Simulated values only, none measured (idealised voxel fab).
Herein follows the process module entitled voxel wiring stack.
Displayed cross-section: cut, width of 210 nm, square cells sized 5 nm.
Reading order for cross-sections: top band down to bottom band. Underlying form: a grid of square cells. Band size: one or more rows of cells. Top height, bottom height, nm. Materials left to right, width each, nm. Single material + "all across" = fills band edge to edge. "empty" = empty. Heights are reckoned from 0. Under this level, the received wafer is all of one material. The bottommost band is open-ended downward, for example "0 down". With a width like "30->40", each row of cells in the band differs from the next by the same amount, the top row carrying the first number and the bottom row the second. Step marked "same as before"? Then no cell in the cross-section changed in it. "Completely sealed voids" - sealed voids, min. 8 cells, no opening to top; format: width x height at distance (distance from left edge; nm throughout). That trailing text on a step's line, after the settings, is the simulator's own remark on the step. The optional step-line setting "overlay nm" applies to steps with a mask and quantifies how far to the right of its planned location the mask lay, a negative value indicating leftward placement.
Planned process steps
1: RECEIVE: material Si
2: CONFORMAL_DEP: material SiO2, thk nm 10
3: DIRECTIONAL_DEP: material TiN, thk nm 5
4: DIRECTIONAL_DEP: material Ru, thk nm 25
5: DIRECTIONAL_DEP: material aC, thk nm 10
6: PATTERN: tone cover, mask id METAL_1, material resist, width nm 25, pitch nm 40, thk nm 25, overlay nm 0
7: DIRECTIONAL_ETCH: etch materials aC, depth nm 10
8: STRIP: etch materials resist
9: DIRECTIONAL_ETCH: etch materials Ru, depth nm 25
10: DIRECTIONAL_ETCH: etch materials TiN, depth nm 5
11: STRIP: etch materials aC
12: FILL_DEP: material SiO2, thk nm 5
13: CMP: height nm 40
14: CONFORMAL_DEP: material SiCN, thk nm 5
15: DIRECTIONAL_DEP: material SiO2, thk nm 15
16: MASKED_ETCH: tone open, mask id PLUG_1, width nm 15, pitch nm 40, etch materials SiO2, depth nm 15, overlay nm 0
17: MASKED_ETCH: tone open, mask id PLUG_1, width nm 15, pitch nm 40, etch materials SiCN, depth nm 5, overlay nm 0
18: CONFORMAL_DEP: material TiN, thk nm 5
19: FILL_DEP: material Ru, thk nm 10
20: CMP: height nm 60
21: CONFORMAL_DEP: material SiN, thk nm 5
22: DIRECTIONAL_DEP: material lowk, thk nm 15
23: DIRECTIONAL_DEP: material aC, thk nm 10
24: PATTERN: tone open, mask id METAL_2, material resist, width nm 25, pitch nm 40, thk nm 30, overlay nm 0
25: DIRECTIONAL_ETCH: etch materials aC, depth nm 10
26: STRIP: etch materials resist
27: DIRECTIONAL_ETCH: etch materials lowk, depth nm 15
28: DIRECTIONAL_ETCH: etch materials SiN, depth nm 5
29: STRIP: etch materials aC
30: CONFORMAL_DEP: material TiN, thk nm 5
31: FILL_DEP: material Cu, thk nm 5
32: CMP: height nm 80
33: CONFORMAL_DEP: material SiCN, thk nm 5
34: DIRECTIONAL_DEP: material SiO2, thk nm 30
35: MASKED_ETCH: tone open, mask id METAL_3_HOLES, width nm 15, pitch nm 80, etch materials SiO2, depth nm 30, overlay nm 0
36: DIRECTIONAL_DEP: material aC, thk nm 15
37: PATTERN: tone open, mask id METAL_3, material resist, width nm 25, pitch nm 40, thk nm 30, overlay nm 0
38: DIRECTIONAL_ETCH: etch materials aC, depth nm 15
39: STRIP: etch materials resist
40: DIRECTIONAL_ETCH: etch materials SiO2, depth nm 20
41: DIRECTIONAL_ETCH: etch materials SiCN, depth nm 5
42: STRIP: etch materials aC
43: CONFORMAL_DEP: material TiN, thk nm 5
44: FILL_DEP: material Cu, thk nm 10
45: CMP: height nm 115
46: CONFORMAL_DEP: material SiN, thk nm 5
Concerning the first of two wafers, which was run in accordance with the plan
Incoming wafer in cross-section (state: after step 1)
> 0 down = Si all across
> Completely sealed voids: none
The wafer in cross-section once step 2 is complete
> 10 to 0 = SiO2 all across
> For the remainder of the cross-section, below 0, there is no change.
The wafer in cross-section once step 3 is complete
> 15 to 10 = TiN all across
> For the remainder of the cross-section, below 10, there is no change.
The wafer in cross-section once step 4 is complete
> 40 to 15 = Ru all across
> For the remainder of the cross-section, below 15, there is no change.
The wafer in cross-section once step 5 is complete
> 50 to 40 = aC all across
> For the remainder of the cross-section, below 40, there is no change.
The wafer in cross-section once step 6 is complete
> 75 to 50 = empty 30 | resist 25 | empty 15 | resist 25 | empty 15 | resist 25 | empty 15 | resist 25 | empty 35
> For the remainder of the cross-section, below 50, there is no change.
The wafer in cross-section once step 7 is complete
> 65 to 50 = empty 30 | resist 25 | empty 15 | resist 25 | empty 15 | resist 25 | empty 15 | resist 25 | empty 35
> 50 to 40 = empty 30 | aC 25 | empty 15 | aC 25 | empty 15 | aC 25 | empty 15 | aC 25 | empty 35
> For the remainder of the cross-section, below 40, there is no change.
The wafer in cross-section once step 8 is complete
> 50 to 40 = empty 30 | aC 25 | empty 15 | aC 25 | empty 15 | aC 25 | empty 15 | aC 25 | empty 35
> For the remainder of the cross-section, below 40, there is no change.
The wafer in cross-section once step 9 is complete
> 50 to 40 = empty 30 | aC 25 | empty 15 | aC 25 | empty 15 | aC 25 | empty 15 | aC 25 | empty 35
> 40 to 15 = empty 30 | Ru 25 | empty 15 | Ru 25 | empty 15 | Ru 25 | empty 15 | Ru 25 | empty 35
> For the remainder of the cross-section, below 15, there is no change.
The wafer in cross-section once step 10 is complete
> 50 to 40 = empty 30 | aC 25 | empty 15 | aC 25 | empty 15 | aC 25 | empty 15 | aC 25 | empty 35
> 40 to 15 = empty 30 | Ru 25 | empty 15 | Ru 25 | empty 15 | Ru 25 | empty 15 | Ru 25 | empty 35
> 15 to 10 = empty 30 | TiN 25 | empty 15 | TiN 25 | empty 15 | TiN 25 | empty 15 | TiN 25 | empty 35
> For the remainder of the cross-section, below 10, there is no change.
The wafer in cross-section once step 11 is complete
> 40 to 15 = empty 30 | Ru 25 | empty 15 | Ru 25 | empty 15 | Ru 25 | empty 15 | Ru 25 | empty 35
> For the remainder of the cross-section, below 15, there is no change.
The wafer in cross-section once step 12 is complete
> 45 to 40 = SiO2 all across
> 40 to 15 = SiO2 30 | Ru 25 | SiO2 15 | Ru 25 | SiO2 15 | Ru 25 | SiO2 15 | Ru 25 | SiO2 35
> 15 to 10 = SiO2 30 | TiN 25 | SiO2 15 | TiN 25 | SiO2 15 | TiN 25 | SiO2 15 | TiN 25 | SiO2 35
> For the remainder of the cross-section, below 10, there is no change.
The wafer in cross-section once step 13 is complete
> 40 to 15 = SiO2 30 | Ru 25 | SiO2 15 | Ru 25 | SiO2 15 | Ru 25 | SiO2 15 | Ru 25 | SiO2 35
> For the remainder of the cross-section, below 15, there is no change.
The wafer in cross-section once step 14 is complete
> 45 to 40 = SiCN all across
> For the remainder of the cross-section, below 40, there is no change.
The wafer in cross-section once step 15 is complete
> 60 to 45 = SiO2 all across
> For the remainder of the cross-section, below 45, there is no change.
The wafer in cross-section once step 16 is complete
> 60 to 45 = SiO2 30 | empty 15 | SiO2 25 | empty 15 | SiO2 25 | empty 15 | SiO2 25 | empty 15 | SiO2 45
> For the remainder of the cross-section, below 45, there is no change.
The wafer in cross-section once step 17 is complete
> 60 to 45 = SiO2 30 | empty 15 | SiO2 25 | empty 15 | SiO2 25 | empty 15 | SiO2 25 | empty 15 | SiO2 45
> 45 to 40 = SiCN 30 | empty 15 | SiCN 25 | empty 15 | SiCN 25 | empty 15 | SiCN 25 | empty 15 | SiCN 45
> For the remainder of the cross-section, below 40, there is no change.
The wafer in cross-section once step 18 is complete
> 65 to 60 = TiN 35 | empty 5 | TiN 35 | empty 5 | TiN 35 | empty 5 | TiN 35 | empty 5 | TiN 50
> 60 to 45 = SiO2 30 | TiN 5 | empty 5 | TiN 5 | SiO2 25 | TiN 5 | empty 5 | TiN 5 | SiO2 25 | TiN 5 | empty 5 | TiN 5 | SiO2 25 | TiN 5 | empty 5 | TiN 5 | SiO2 45
> 45 to 40 = SiCN 30 | TiN 15 | SiCN 25 | TiN 15 | SiCN 25 | TiN 15 | SiCN 25 | TiN 15 | SiCN 45
> For the remainder of the cross-section, below 40, there is no change.
The wafer in cross-section once step 19 is complete
> 75 to 65 = Ru all across
> 65 to 60 = TiN 35 | Ru 5 | TiN 35 | Ru 5 | TiN 35 | Ru 5 | TiN 35 | Ru 5 | TiN 50
> 60 to 45 = SiO2 30 | TiN 5 | Ru 5 | TiN 5 | SiO2 25 | TiN 5 | Ru 5 | TiN 5 | SiO2 25 | TiN 5 | Ru 5 | TiN 5 | SiO2 25 | TiN 5 | Ru 5 | TiN 5 | SiO2 45
> For the remainder of the cross-section, below 45, there is no change.
The wafer in cross-section once step 20 is complete
> 60 to 45 = SiO2 30 | TiN 5 | Ru 5 | TiN 5 | SiO2 25 | TiN 5 | Ru 5 | TiN 5 | SiO2 25 | TiN 5 | Ru 5 | TiN 5 | SiO2 25 | TiN 5 | Ru 5 | TiN 5 | SiO2 45
> For the remainder of the cross-section, below 45, there is no change.
The wafer in cross-section once step 21 is complete
> 65 to 60 = SiN all across
> For the remainder of the cross-section, below 60, there is no change.
The wafer in cross-section once step 22 is complete
> 80 to 65 = lowk all across
> For the remainder of the cross-section, below 65, there is no change.
The wafer in cross-section once step 23 is complete
> 90 to 80 = aC all across
> For the remainder of the cross-section, below 80, there is no change.
The wafer in cross-section once step 24 is complete
> 120 to 90 = resist 30 | empty 25 | resist 15 | empty 25 | resist 15 | empty 25 | resist 15 | empty 25 | resist 35
> For the remainder of the cross-section, below 90, there is no change.
The wafer in cross-section once step 25 is complete
> 110 to 90 = resist 30 | empty 25 | resist 15 | empty 25 | resist 15 | empty 25 | resist 15 | empty 25 | resist 35
> 90 to 80 = aC 30 | empty 25 | aC 15 | empty 25 | aC 15 | empty 25 | aC 15 | empty 25 | aC 35
> For the remainder of the cross-section, below 80, there is no change.
The wafer in cross-section once step 26 is complete
> 90 to 80 = aC 30 | empty 25 | aC 15 | empty 25 | aC 15 | empty 25 | aC 15 | empty 25 | aC 35
> For the remainder of the cross-section, below 80, there is no change.
The wafer in cross-section once step 27 is complete
> 90 to 80 = aC 30 | empty 25 | aC 15 | empty 25 | aC 15 | empty 25 | aC 15 | empty 25 | aC 35
> 80 to 65 = lowk 30 | empty 25 | lowk 15 | empty 25 | lowk 15 | empty 25 | lowk 15 | empty 25 | lowk 35
> For the remainder of the cross-section, below 65, there is no change.
The wafer in cross-section once step 28 is complete
> 90 to 80 = aC 30 | empty 25 | aC 15 | empty 25 | aC 15 | empty 25 | aC 15 | empty 25 | aC 35
> 80 to 65 = lowk 30 | empty 25 | lowk 15 | empty 25 | lowk 15 | empty 25 | lowk 15 | empty 25 | lowk 35
> 65 to 60 = SiN 30 | empty 25 | SiN 15 | empty 25 | SiN 15 | empty 25 | SiN 15 | empty 25 | SiN 35
> For the remainder of the cross-section, below 60, there is no change.
The wafer in cross-section once step 29 is complete
> 80 to 65 = lowk 30 | empty 25 | lowk 15 | empty 25 | lowk 15 | empty 25 | lowk 15 | empty 25 | lowk 35
> For the remainder of the cross-section, below 65, there is no change.
The wafer in cross-section once step 30 is complete
> 85 to 80 = TiN 35 | empty 15 | TiN 25 | empty 15 | TiN 25 | empty 15 | TiN 25 | empty 15 | TiN 40
> 80 to 65 = lowk 30 | TiN 5 | empty 15 | TiN 5 | lowk 15 | TiN 5 | empty 15 | TiN 5 | lowk 15 | TiN 5 | empty 15 | TiN 5 | lowk 15 | TiN 5 | empty 15 | TiN 5 | lowk 35
> 65 to 60 = SiN 30 | TiN 25 | SiN 15 | TiN 25 | SiN 15 | TiN 25 | SiN 15 | TiN 25 | SiN 35
> For the remainder of the cross-section, below 60, there is no change.
The wafer in cross-section once step 31 is complete
> 90 to 85 = Cu all across
> 85 to 80 = TiN 35 | Cu 15 | TiN 25 | Cu 15 | TiN 25 | Cu 15 | TiN 25 | Cu 15 | TiN 40
> 80 to 65 = lowk 30 | TiN 5 | Cu 15 | TiN 5 | lowk 15 | TiN 5 | Cu 15 | TiN 5 | lowk 15 | TiN 5 | Cu 15 | TiN 5 | lowk 15 | TiN 5 | Cu 15 | TiN 5 | lowk 35
> For the remainder of the cross-section, below 65, there is no change.
The wafer in cross-section once step 32 is complete
> 80 to 65 = lowk 30 | TiN 5 | Cu 15 | TiN 5 | lowk 15 | TiN 5 | Cu 15 | TiN 5 | lowk 15 | TiN 5 | Cu 15 | TiN 5 | lowk 15 | TiN 5 | Cu 15 | TiN 5 | lowk 35
> For the remainder of the cross-section, below 65, there is no change.
The wafer in cross-section once step 33 is complete
> 85 to 80 = SiCN all across
> For the remainder of the cross-section, below 80, there is no change.
The wafer in cross-section once step 34 is complete
> 115 to 85 = SiO2 all across
> For the remainder of the cross-section, below 85, there is no change.
The wafer in cross-section once step 35 is complete
> 115 to 85 = SiO2 30 | empty 15 | SiO2 65 | empty 15 | SiO2 85
> For the remainder of the cross-section, below 85, there is no change.
The wafer in cross-section once step 36 is complete
> 130 to 115 = aC 30 | empty 15 | aC 65 | empty 15 | aC 85
> 115 to 100 = SiO2 30 | empty 15 | SiO2 65 | empty 15 | SiO2 85
> 100 to 85 = SiO2 30 | aC 15 | SiO2 65 | aC 15 | SiO2 85
> For the remainder of the cross-section, below 85, there is no change.
The wafer in cross-section once step 37 is complete
> 160 to 130 = resist 30 | empty 25 | resist 15 | empty 25 | resist 15 | empty 25 | resist 15 | empty 25 | resist 35
> For the remainder of the cross-section, below 130, there is no change.
The wafer in cross-section once step 38 is complete
> 145 to 130 = resist 30 | empty 25 | resist 15 | empty 25 | resist 15 | empty 25 | resist 15 | empty 25 | resist 35
> 130 to 115 = aC 30 | empty 25 | aC 15 | empty 25 | aC 15 | empty 25 | aC 15 | empty 25 | aC 35
> 115 to 85 = SiO2 30 | empty 15 | SiO2 65 | empty 15 | SiO2 85
> For the remainder of the cross-section, below 85, there is no change.
The wafer in cross-section once step 39 is complete
> 130 to 115 = aC 30 | empty 25 | aC 15 | empty 25 | aC 15 | empty 25 | aC 15 | empty 25 | aC 35
> For the remainder of the cross-section, below 115, there is no change.
The wafer in cross-section once step 40 is complete
> 130 to 115 = aC 30 | empty 25 | aC 15 | empty 25 | aC 15 | empty 25 | aC 15 | empty 25 | aC 35
> 115 to 95 = SiO2 30 | empty 25 | SiO2 15 | empty 25 | SiO2 15 | empty 25 | SiO2 15 | empty 25 | SiO2 35
> For the remainder of the cross-section, below 95, there is no change.
The wafer in cross-section once step 41 is complete
> 130 to 115 = aC 30 | empty 25 | aC 15 | empty 25 | aC 15 | empty 25 | aC 15 | empty 25 | aC 35
> 115 to 95 = SiO2 30 | empty 25 | SiO2 15 | empty 25 | SiO2 15 | empty 25 | SiO2 15 | empty 25 | SiO2 35
> 95 to 85 = SiO2 30 | empty 15 | SiO2 65 | empty 15 | SiO2 85
> 85 to 80 = SiCN 30 | empty 15 | SiCN 65 | empty 15 | SiCN 85
> For the remainder of the cross-section, below 80, there is no change.
The wafer in cross-section once step 42 is complete
> 115 to 95 = SiO2 30 | empty 25 | SiO2 15 | empty 25 | SiO2 15 | empty 25 | SiO2 15 | empty 25 | SiO2 35
> For the remainder of the cross-section, below 95, there is no change.
The wafer in cross-section once step 43 is complete
> 120 to 115 = TiN 35 | empty 15 | TiN 25 | empty 15 | TiN 25 | empty 15 | TiN 25 | empty 15 | TiN 40
> 115 to 100 = SiO2 30 | TiN 5 | empty 15 | TiN 5 | SiO2 15 | TiN 5 | empty 15 | TiN 5 | SiO2 15 | TiN 5 | empty 15 | TiN 5 | SiO2 15 | TiN 5 | empty 15 | TiN 5 | SiO2 35
> 100 to 95 = SiO2 30 | TiN 5 | empty 5 | TiN 15 | SiO2 15 | TiN 25 | SiO2 15 | TiN 5 | empty 5 | TiN 15 | SiO2 15 | TiN 25 | SiO2 35
> 95 to 85 = SiO2 30 | TiN 5 | empty 5 | TiN 5 | SiO2 65 | TiN 5 | empty 5 | TiN 5 | SiO2 85
> 85 to 80 = SiCN 30 | TiN 15 | SiCN 65 | TiN 15 | SiCN 85
> For the remainder of the cross-section, below 80, there is no change.
The wafer in cross-section once step 44 is complete
> 130 to 120 = Cu all across
> 120 to 115 = TiN 35 | Cu 15 | TiN 25 | Cu 15 | TiN 25 | Cu 15 | TiN 25 | Cu 15 | TiN 40
> 115 to 100 = SiO2 30 | TiN 5 | Cu 15 | TiN 5 | SiO2 15 | TiN 5 | Cu 15 | TiN 5 | SiO2 15 | TiN 5 | Cu 15 | TiN 5 | SiO2 15 | TiN 5 | Cu 15 | TiN 5 | SiO2 35
> 100 to 95 = SiO2 30 | TiN 5 | Cu 5 | TiN 15 | SiO2 15 | TiN 25 | SiO2 15 | TiN 5 | Cu 5 | TiN 15 | SiO2 15 | TiN 25 | SiO2 35
> 95 to 85 = SiO2 30 | TiN 5 | Cu 5 | TiN 5 | SiO2 65 | TiN 5 | Cu 5 | TiN 5 | SiO2 85
> For the remainder of the cross-section, below 85, there is no change.
The wafer in cross-section once step 45 is complete
> 115 to 100 = SiO2 30 | TiN 5 | Cu 15 | TiN 5 | SiO2 15 | TiN 5 | Cu 15 | TiN 5 | SiO2 15 | TiN 5 | Cu 15 | TiN 5 | SiO2 15 | TiN 5 | Cu 15 | TiN 5 | SiO2 35
> For the remainder of the cross-section, below 100, there is no change.
The wafer in cross-section once step 46 is complete
> 120 to 115 = SiN all across
> For the remainder of the cross-section, below 115, there is no change.
What follows concerns the second wafer, which started out like the first and was meant to follow the very same plan; one mistake crept in when it was run, but everything up to and including step 44 is the same as for the first wafer
Cross-section of the second wafer at the time by which step 45 should have been completed according to the plan
> 120 to 115 = TiN 35 | Cu 15 | TiN 25 | Cu 15 | TiN 25 | Cu 15 | TiN 25 | Cu 15 | TiN 40
> For the remainder of the cross-section, below 115, there is no change.
Cross-section of the second wafer at the time by which step 46 should have been completed according to the plan
> 125 to 120 = SiN all across
> For the remainder of the cross-section, below 120, there is no change.
Short version of what went wrong: so step 45 ended up running with a different setting than we planned, it ran as CMP: height nm 120
At the finish, the second wafer shows more or fewer cells for some materials than the first does: +12 Cu, +30 TiN
